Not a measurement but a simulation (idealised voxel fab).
You're looking at the process module voxel self aligned contacts.
Xsec cut, 295 nm wide, square cell size 5 nm.
Heads up, the way a cross-section reads in here is a grid of square cells, handed over as bands from the top down, with every band being one or more rows of cells. Per band: top height and bottom height in nm, followed by the left-to-right materials and their widths in nm; "edge to edge" marks a single material spanning edge to edge, "empty" marks empty space. Beneath 0, the wafer as received is one material, and that level is where height counting begins. The lowest band goes on downward without a bottom; it is written like "0 nm and below". Per-row width for "30->40": begins at first number (top row of band), ends at second number (bottom row), increment between rows held constant. "stayed the same" -> step changed no cross-section cell. "closed voids" - sealed voids, min. 8 cells, no opening to top; format: width x height at distance (distance from left edge; nm throughout). Post-settings text on a step line: simulator's own remark regarding the step. The optional step-line setting "overlay nm" applies to steps with a mask and quantifies how far to the right of its planned location the mask lay, a negative value indicating leftward placement.
**This section lists the process steps that were planned**
step 1: RECEIVE with material Si
step 2: OXIDIZE with depth nm 5
step 3: DIRECTIONAL_DEP with material polySi, thk nm 30
step 4: DIRECTIONAL_DEP with material SiN, thk nm 20
step 5: DIRECTIONAL_DEP with material aC, thk nm 10
step 6: PATTERN with tone cover, mask id GATE, material resist, width nm 25, pitch nm 50, thk nm 25, overlay nm 0
step 7: DIRECTIONAL_ETCH with etch materials aC, depth nm 10
step 8: STRIP with etch materials resist
step 9: DIRECTIONAL_ETCH with etch materials SiN, depth nm 20
step 10: DIRECTIONAL_ETCH with etch materials polySi, depth nm 30
step 11: STRIP with etch materials aC
step 12: CONFORMAL_DEP with material SiN, thk nm 5
step 13: DIRECTIONAL_ETCH with etch materials SiN, depth nm 5
step 14: FILL_DEP with material SiO2, thk nm 15
step 15: CMP with height nm 60
step 16: DIRECTIONAL_DEP with material aC, thk nm 15
step 17: PATTERN with tone open, mask id CONTACT, material resist, width nm 35, pitch nm 50, thk nm 30, overlay nm 0
step 18: DIRECTIONAL_ETCH with etch materials aC, depth nm 15
step 19: STRIP with etch materials resist
step 20: DIRECTIONAL_ETCH with etch materials SiO2, depth nm 65
step 21: STRIP with etch materials aC
step 22: CONFORMAL_DEP with material TiN, thk nm 5
step 23: FILL_DEP with material Ru, thk nm 5
step 24: CMP with height nm 60
step 25: CONFORMAL_DEP with material SiN, thk nm 5
**On the first of the two wafers: run conducted according to plan**
**Cross-section of the incoming wafer, state after step 1**
  0 nm and below: Si edge to edge
  closed voids: none
**Cross-section: wafer state after step 2**
  0 nm to -5 nm: SiO2 edge to edge
  Anything lower than -5 is untouched.
**Cross-section: wafer state after step 3**
  30 nm to 0 nm: polySi edge to edge
  Anything lower than 0 is untouched.
**Cross-section: wafer state after step 4**
  50 nm to 30 nm: SiN edge to edge
  Anything lower than 30 is untouched.
**Cross-section: wafer state after step 5**
  60 nm to 50 nm: aC edge to edge
  Anything lower than 50 is untouched.
**Cross-section: wafer state after step 6**
  85 nm to 60 nm: empty=85 | resist=25 | empty=25 | resist=25 | empty=25 | resist=25 | empty=85
  Anything lower than 60 is untouched.
**Cross-section: wafer state after step 7**
  75 nm to 60 nm: empty=85 | resist=25 | empty=25 | resist=25 | empty=25 | resist=25 | empty=85
  60 nm to 50 nm: empty=85 | aC=25 | empty=25 | aC=25 | empty=25 | aC=25 | empty=85
  Anything lower than 50 is untouched.
**Cross-section: wafer state after step 8**
  60 nm to 50 nm: empty=85 | aC=25 | empty=25 | aC=25 | empty=25 | aC=25 | empty=85
  Anything lower than 50 is untouched.
**Cross-section: wafer state after step 9**
  60 nm to 50 nm: empty=85 | aC=25 | empty=25 | aC=25 | empty=25 | aC=25 | empty=85
  50 nm to 30 nm: empty=85 | SiN=25 | empty=25 | SiN=25 | empty=25 | SiN=25 | empty=85
  Anything lower than 30 is untouched.
**Cross-section: wafer state after step 10**
  60 nm to 50 nm: empty=85 | aC=25 | empty=25 | aC=25 | empty=25 | aC=25 | empty=85
  50 nm to 30 nm: empty=85 | SiN=25 | empty=25 | SiN=25 | empty=25 | SiN=25 | empty=85
  30 nm to 0 nm: empty=85 | polySi=25 | empty=25 | polySi=25 | empty=25 | polySi=25 | empty=85
  Anything lower than 0 is untouched.
**Cross-section: wafer state after step 11**
  50 nm to 30 nm: empty=85 | SiN=25 | empty=25 | SiN=25 | empty=25 | SiN=25 | empty=85
  Anything lower than 30 is untouched.
**Cross-section: wafer state after step 12**
  55 nm to 30 nm: empty=80 | SiN=35 | empty=15 | SiN=35 | empty=15 | SiN=35 | empty=80
  30 nm to 5 nm: empty=80 | SiN=5 | polySi=25 | SiN=5 | empty=15 | SiN=5 | polySi=25 | SiN=5 | empty=15 | SiN=5 | polySi=25 | SiN=5 | empty=80
  5 nm to 0 nm: SiN=85 | polySi=25 | SiN=25 | polySi=25 | SiN=25 | polySi=25 | SiN=85
  Anything lower than 0 is untouched.
**Cross-section: wafer state after step 13**
  50 nm to 30 nm: empty=80 | SiN=35 | empty=15 | SiN=35 | empty=15 | SiN=35 | empty=80
  30 nm to 0 nm: empty=80 | SiN=5 | polySi=25 | SiN=5 | empty=15 | SiN=5 | polySi=25 | SiN=5 | empty=15 | SiN=5 | polySi=25 | SiN=5 | empty=80
  Anything lower than 0 is untouched.
**Cross-section: wafer state after step 14**
  65 nm to 50 nm: SiO2 edge to edge
  50 nm to 30 nm: SiO2=80 | SiN=35 | SiO2=15 | SiN=35 | SiO2=15 | SiN=35 | SiO2=80
  30 nm to 0 nm: SiO2=80 | SiN=5 | polySi=25 | SiN=5 | SiO2=15 | SiN=5 | polySi=25 | SiN=5 | SiO2=15 | SiN=5 | polySi=25 | SiN=5 | SiO2=80
  Anything lower than 0 is untouched.
**Cross-section: wafer state after step 15**
  60 nm to 50 nm: SiO2 edge to edge
  Anything lower than 50 is untouched.
**Cross-section: wafer state after step 16**
  75 nm to 60 nm: aC edge to edge
  Anything lower than 60 is untouched.
**Cross-section: wafer state after step 17**
  105 nm to 75 nm: resist=105 | empty=35 | resist=15 | empty=35 | resist=105
  Anything lower than 75 is untouched.
**Cross-section: wafer state after step 18**
  90 nm to 75 nm: resist=105 | empty=35 | resist=15 | empty=35 | resist=105
  75 nm to 60 nm: aC=105 | empty=35 | aC=15 | empty=35 | aC=105
  Anything lower than 60 is untouched.
**Cross-section: wafer state after step 19**
  75 nm to 60 nm: aC=105 | empty=35 | aC=15 | empty=35 | aC=105
  Anything lower than 60 is untouched.
**Cross-section: wafer state after step 20**
  75 nm to 60 nm: aC=105 | empty=35 | aC=15 | empty=35 | aC=105
  60 nm to 50 nm: SiO2=105 | empty=35 | SiO2=15 | empty=35 | SiO2=105
  50 nm to 30 nm: SiO2=80 | SiN=35 | empty=15 | SiN=35 | empty=15 | SiN=35 | SiO2=80
  30 nm to 0 nm: SiO2=80 | SiN=5 | polySi=25 | SiN=5 | empty=15 | SiN=5 | polySi=25 | SiN=5 | empty=15 | SiN=5 | polySi=25 | SiN=5 | SiO2=80
  0 nm to -5 nm: SiO2=115 | empty=15 | SiO2=35 | empty=15 | SiO2=115
  Anything lower than -5 is untouched.
**Cross-section: wafer state after step 21**
  60 nm to 50 nm: SiO2=105 | empty=35 | SiO2=15 | empty=35 | SiO2=105
  Anything lower than 50 is untouched.
**Cross-section: wafer state after step 22**
  65 nm to 60 nm: TiN=110 | empty=25 | TiN=25 | empty=25 | TiN=110
  60 nm to 50 nm: SiO2=105 | TiN=5->15 | empty=25->5 | TiN=5->15 | SiO2=15 | TiN=5->15 | empty=25->5 | TiN=5->15 | SiO2=105
  50 nm to 30 nm: SiO2=80 | SiN=35 | TiN=5 | empty=5 | TiN=5 | SiN=35 | TiN=5 | empty=5 | TiN=5 | SiN=35 | SiO2=80
  30 nm to 0 nm: SiO2=80 | SiN=5 | polySi=25 | SiN=5 | TiN=5 | empty=5 | TiN=5 | SiN=5 | polySi=25 | SiN=5 | TiN=5 | empty=5 | TiN=5 | SiN=5 | polySi=25 | SiN=5 | SiO2=80
  0 nm to -5 nm: SiO2=115 | TiN=15 | SiO2=35 | TiN=15 | SiO2=115
  Anything lower than -5 is untouched.
**Cross-section: wafer state after step 23**
  70 nm to 65 nm: Ru edge to edge
  65 nm to 60 nm: TiN=110 | Ru=25 | TiN=25 | Ru=25 | TiN=110
  60 nm to 50 nm: SiO2=105 | TiN=5->15 | Ru=25->5 | TiN=5->15 | SiO2=15 | TiN=5->15 | Ru=25->5 | TiN=5->15 | SiO2=105
  50 nm to 30 nm: SiO2=80 | SiN=35 | TiN=5 | Ru=5 | TiN=5 | SiN=35 | TiN=5 | Ru=5 | TiN=5 | SiN=35 | SiO2=80
  30 nm to 0 nm: SiO2=80 | SiN=5 | polySi=25 | SiN=5 | TiN=5 | Ru=5 | TiN=5 | SiN=5 | polySi=25 | SiN=5 | TiN=5 | Ru=5 | TiN=5 | SiN=5 | polySi=25 | SiN=5 | SiO2=80
  Anything lower than 0 is untouched.
**Cross-section: wafer state after step 24**
  60 nm to 50 nm: SiO2=105 | TiN=5->15 | Ru=25->5 | TiN=5->15 | SiO2=15 | TiN=5->15 | Ru=25->5 | TiN=5->15 | SiO2=105
  Anything lower than 50 is untouched.
**Cross-section: wafer state after step 25**
  65 nm to 60 nm: SiN edge to edge
  Anything lower than 60 is untouched.
**Second wafer. Start and plan as for the first. One mistake made in running. Agrees with the first up to and including step 1**
Here is the second wafer in cross-section at the point where step 2 of the plan should have been done: stayed the same
**Here is the second wafer in cross-section at the point where step 3 of the plan should have been done**
  30 nm to 0 nm: polySi edge to edge
  Anything lower than 0 is untouched.
**Here is the second wafer in cross-section at the point where step 4 of the plan should have been done**
  50 nm to 30 nm: SiN edge to edge
  Anything lower than 30 is untouched.
**Here is the second wafer in cross-section at the point where step 5 of the plan should have been done**
  60 nm to 50 nm: aC edge to edge
  Anything lower than 50 is untouched.
**Here is the second wafer in cross-section at the point where step 6 of the plan should have been done**
  85 nm to 60 nm: empty=85 | resist=25 | empty=25 | resist=25 | empty=25 | resist=25 | empty=85
  Anything lower than 60 is untouched.
**Here is the second wafer in cross-section at the point where step 7 of the plan should have been done**
  75 nm to 60 nm: empty=85 | resist=25 | empty=25 | resist=25 | empty=25 | resist=25 | empty=85
  60 nm to 50 nm: empty=85 | aC=25 | empty=25 | aC=25 | empty=25 | aC=25 | empty=85
  Anything lower than 50 is untouched.
**Here is the second wafer in cross-section at the point where step 8 of the plan should have been done**
  60 nm to 50 nm: empty=85 | aC=25 | empty=25 | aC=25 | empty=25 | aC=25 | empty=85
  Anything lower than 50 is untouched.
**Here is the second wafer in cross-section at the point where step 9 of the plan should have been done**
  60 nm to 50 nm: empty=85 | aC=25 | empty=25 | aC=25 | empty=25 | aC=25 | empty=85
  50 nm to 30 nm: empty=85 | SiN=25 | empty=25 | SiN=25 | empty=25 | SiN=25 | empty=85
  Anything lower than 30 is untouched.
**Here is the second wafer in cross-section at the point where step 10 of the plan should have been done**
  60 nm to 50 nm: empty=85 | aC=25 | empty=25 | aC=25 | empty=25 | aC=25 | empty=85
  50 nm to 30 nm: empty=85 | SiN=25 | empty=25 | SiN=25 | empty=25 | SiN=25 | empty=85
  30 nm to 0 nm: empty=85 | polySi=25 | empty=25 | polySi=25 | empty=25 | polySi=25 | empty=85
  Anything lower than 0 is untouched.
**Here is the second wafer in cross-section at the point where step 11 of the plan should have been done**
  50 nm to 30 nm: empty=85 | SiN=25 | empty=25 | SiN=25 | empty=25 | SiN=25 | empty=85
  Anything lower than 30 is untouched.
**Here is the second wafer in cross-section at the point where step 12 of the plan should have been done**
  55 nm to 30 nm: empty=80 | SiN=35 | empty=15 | SiN=35 | empty=15 | SiN=35 | empty=80
  30 nm to 5 nm: empty=80 | SiN=5 | polySi=25 | SiN=5 | empty=15 | SiN=5 | polySi=25 | SiN=5 | empty=15 | SiN=5 | polySi=25 | SiN=5 | empty=80
  5 nm to 0 nm: SiN=85 | polySi=25 | SiN=25 | polySi=25 | SiN=25 | polySi=25 | SiN=85
  Anything lower than 0 is untouched.
**Here is the second wafer in cross-section at the point where step 13 of the plan should have been done**
  50 nm to 30 nm: empty=80 | SiN=35 | empty=15 | SiN=35 | empty=15 | SiN=35 | empty=80
  30 nm to 0 nm: empty=80 | SiN=5 | polySi=25 | SiN=5 | empty=15 | SiN=5 | polySi=25 | SiN=5 | empty=15 | SiN=5 | polySi=25 | SiN=5 | empty=80
  Anything lower than 0 is untouched.
**Here is the second wafer in cross-section at the point where step 14 of the plan should have been done**
  65 nm to 50 nm: SiO2 edge to edge
  50 nm to 30 nm: SiO2=80 | SiN=35 | SiO2=15 | SiN=35 | SiO2=15 | SiN=35 | SiO2=80
  30 nm to 0 nm: SiO2=80 | SiN=5 | polySi=25 | SiN=5 | SiO2=15 | SiN=5 | polySi=25 | SiN=5 | SiO2=15 | SiN=5 | polySi=25 | SiN=5 | SiO2=80
  Anything lower than 0 is untouched.
**Here is the second wafer in cross-section at the point where step 15 of the plan should have been done**
  60 nm to 50 nm: SiO2 edge to edge
  Anything lower than 50 is untouched.
**Here is the second wafer in cross-section at the point where step 16 of the plan should have been done**
  75 nm to 60 nm: aC edge to edge
  Anything lower than 60 is untouched.
**Here is the second wafer in cross-section at the point where step 17 of the plan should have been done**
  105 nm to 75 nm: resist=105 | empty=35 | resist=15 | empty=35 | resist=105
  Anything lower than 75 is untouched.
**Here is the second wafer in cross-section at the point where step 18 of the plan should have been done**
  90 nm to 75 nm: resist=105 | empty=35 | resist=15 | empty=35 | resist=105
  75 nm to 60 nm: aC=105 | empty=35 | aC=15 | empty=35 | aC=105
  Anything lower than 60 is untouched.
**Here is the second wafer in cross-section at the point where step 19 of the plan should have been done**
  75 nm to 60 nm: aC=105 | empty=35 | aC=15 | empty=35 | aC=105
  Anything lower than 60 is untouched.
**Here is the second wafer in cross-section at the point where step 20 of the plan should have been done**
  75 nm to 60 nm: aC=105 | empty=35 | aC=15 | empty=35 | aC=105
  60 nm to 50 nm: SiO2=105 | empty=35 | SiO2=15 | empty=35 | SiO2=105
  50 nm to 30 nm: SiO2=80 | SiN=35 | empty=15 | SiN=35 | empty=15 | SiN=35 | SiO2=80
  30 nm to 0 nm: SiO2=80 | SiN=5 | polySi=25 | SiN=5 | empty=15 | SiN=5 | polySi=25 | SiN=5 | empty=15 | SiN=5 | polySi=25 | SiN=5 | SiO2=80
  Anything lower than 0 is untouched.
**Here is the second wafer in cross-section at the point where step 21 of the plan should have been done**
  60 nm to 50 nm: SiO2=105 | empty=35 | SiO2=15 | empty=35 | SiO2=105
  Anything lower than 50 is untouched.
**Here is the second wafer in cross-section at the point where step 22 of the plan should have been done**
  65 nm to 60 nm: TiN=110 | empty=25 | TiN=25 | empty=25 | TiN=110
  60 nm to 50 nm: SiO2=105 | TiN=5->15 | empty=25->5 | TiN=5->15 | SiO2=15 | TiN=5->15 | empty=25->5 | TiN=5->15 | SiO2=105
  50 nm to 30 nm: SiO2=80 | SiN=35 | TiN=5 | empty=5 | TiN=5 | SiN=35 | TiN=5 | empty=5 | TiN=5 | SiN=35 | SiO2=80
  30 nm to 5 nm: SiO2=80 | SiN=5 | polySi=25 | SiN=5 | TiN=5 | empty=5 | TiN=5 | SiN=5 | polySi=25 | SiN=5 | TiN=5 | empty=5 | TiN=5 | SiN=5 | polySi=25 | SiN=5 | SiO2=80
  5 nm to 0 nm: SiO2=80 | SiN=5 | polySi=25 | SiN=5 | TiN=15 | SiN=5 | polySi=25 | SiN=5 | TiN=15 | SiN=5 | polySi=25 | SiN=5 | SiO2=80
  Anything lower than 0 is untouched.
**Here is the second wafer in cross-section at the point where step 23 of the plan should have been done**
  70 nm to 65 nm: Ru edge to edge
  65 nm to 60 nm: TiN=110 | Ru=25 | TiN=25 | Ru=25 | TiN=110
  60 nm to 50 nm: SiO2=105 | TiN=5->15 | Ru=25->5 | TiN=5->15 | SiO2=15 | TiN=5->15 | Ru=25->5 | TiN=5->15 | SiO2=105
  50 nm to 30 nm: SiO2=80 | SiN=35 | TiN=5 | Ru=5 | TiN=5 | SiN=35 | TiN=5 | Ru=5 | TiN=5 | SiN=35 | SiO2=80
  30 nm to 5 nm: SiO2=80 | SiN=5 | polySi=25 | SiN=5 | TiN=5 | Ru=5 | TiN=5 | SiN=5 | polySi=25 | SiN=5 | TiN=5 | Ru=5 | TiN=5 | SiN=5 | polySi=25 | SiN=5 | SiO2=80
  Anything lower than 5 is untouched.
**Here is the second wafer in cross-section at the point where step 24 of the plan should have been done**
  60 nm to 50 nm: SiO2=105 | TiN=5->15 | Ru=25->5 | TiN=5->15 | SiO2=15 | TiN=5->15 | Ru=25->5 | TiN=5->15 | SiO2=105
  Anything lower than 50 is untouched.
**Here is the second wafer in cross-section at the point where step 25 of the plan should have been done**
  65 nm to 60 nm: SiN edge to edge
  Anything lower than 60 is untouched.
Against the plan, the run slipped here: execution of step 2 of the plan did not take place, the step having been omitted
Looking at both finished wafers in cells, the second ends up ahead of or behind the first on some materials: 2 fewer of Ru, 59 more of Si, 53 fewer of SiO2, 4 fewer of TiN
